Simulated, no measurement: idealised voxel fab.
process module | voxel plated lines
cross-section cut | 230 nm wide | cells 5 nm
A cross-section is a grid of square cells, given in bands from the top down. A band is one or more rows of cells.
Each band's line starts with the height of the band's top and of its bottom, in nm. Then come its materials from left to right, each with its width in nm. One material with "throughout" fills the band from edge to edge. "air" is empty space.
Height 0 is the level under which the wafer as received is all one material. The lowest band goes on downwards, as in "0 down".
A width such as "30 to 40" changes by the same amount from each row of cells to the next, from the band's top row to its bottom row.
"no change" after a step means that no cell of the cross-section changed.
closed voids: empty space of 8 cells or more with no open way to the top, each as width x height at its distance from the left edge, in nm
after a step's settings: what the simulator itself notes on the step
overlay nm, on a step with a mask: how far to the right of its planned place the mask lay; to the left if negative
plan
1 op RECEIVE | material Si
2 op CONFORMAL_DEP | material SiN | thk nm 15
3 op DIRECTIONAL_DEP | material TiN | thk nm 5
4 op PATTERN | tone open | mask id LINES | material resist | width nm 15 | pitch nm 35 | thk nm 20 | overlay nm 0
5 op EPI | material Ru | thk nm 5
6 op STRIP | etch materials resist
7 op DIRECTIONAL_ETCH | etch materials TiN | depth nm 5
8 op CONFORMAL_DEP | material SiN | thk nm 10
as received, after step 1
  0 down: Si throughout
  closed voids: none
a wafer at the end: this start, this plan, one mistake
  30 to 5: SiN throughout
  5 to 0: TiN throughout
  0 down: Si throughout
  closed voids: none
what went wrong: steps 2 and 3 were swapped
